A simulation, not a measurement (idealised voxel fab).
Presented below is a process module, voxel spacer lines.
It is cross-section cut that appears here, measuring 260 nm in width, its square cells being 5 nm in size.
Bands, listed from the top down, are how a cross-section gets written in this document; the cross-section itself is a grid of square cells, and a band is one or more rows of them. Look at the band entry: it leads with the top's height and the bottom's height in nm. Then it lists the materials left to right, with a width in nm for each. The word "throughout" on a single material says that material fills the band edge to edge. The word "blank" is empty space. Below 0: as-received wafer, all one material; heights counted from there. Lowest band: no bottom, goes on down, written "0 down". Top row gets the first number, bottom row gets the second, and each row in between changes by the same step: that is how a band width like "30 to 40" works. "same as before" (step): cross-section cells unchanged, all of them. "Enclosed internal voids" lists enclosed empty spaces (at least 8 cells, no open path upward to the top), each as width x height at distance from the left edge, in nm. Past the settings on a step's line: simulator remark, on that step. If you see "overlay nm" on a step's line and that step has a mask, it's telling you how far right of where it was planned the mask ended up; a negative number means it went left instead.
Process steps foreseen in the plan:
| 1 | RECEIVE [material Si] |
| 2 | CONFORMAL_DEP [material Al2O3] [thk nm 10] |
| 3 | DIRECTIONAL_DEP [material polySi] [thk nm 10] |
| 4 | DIRECTIONAL_DEP [material aC] [thk nm 25] |
| 5 | PATTERN [tone cover] [mask id MANDREL] [material resist] [width nm 25] [pitch nm 80] [thk nm 35] [overlay nm 0] |
| 6 | DIRECTIONAL_ETCH [etch materials aC] [depth nm 25] |
| 7 | STRIP [etch materials resist] |
| 8 | CONFORMAL_DEP [material SiN] [thk nm 15] |
| 9 | DIRECTIONAL_ETCH [etch materials SiN] [depth nm 15] |
| 10 | STRIP [etch materials aC] |
| 11 | DIRECTIONAL_ETCH [etch materials polySi] [depth nm 10] |
| 12 | STRIP [etch materials SiN] |
Cross-section of the wafer upon arrival, representing the state reached after step 1:
- 0 down = Si throughout
- Enclosed internal voids: none
Cross-section: first of two wafers, module finished, run according to plan:
- 20 to 10 = blank=60, then polySi=15, then blank=25, then polySi=15, then blank=25, then polySi=15, then blank=25, then polySi=15, then blank=65
- 10 to 0 = Al2O3 throughout
- 0 down = Si throughout
- Enclosed internal voids: none
Second wafer cross-section at end of module - shared start and plan with the first, one mistake in the run:
- 35 to 10 = aC throughout
- 10 to 0 = Al2O3 throughout
- 0 down = Si throughout
- Enclosed internal voids: none
The plan and the run diverged here: steps 3 and 4 swapped
In the final state, the cell counts of the second wafer exceed or fall short of those of the first for the following materials: aC: 260 more; polySi: 24 fewer
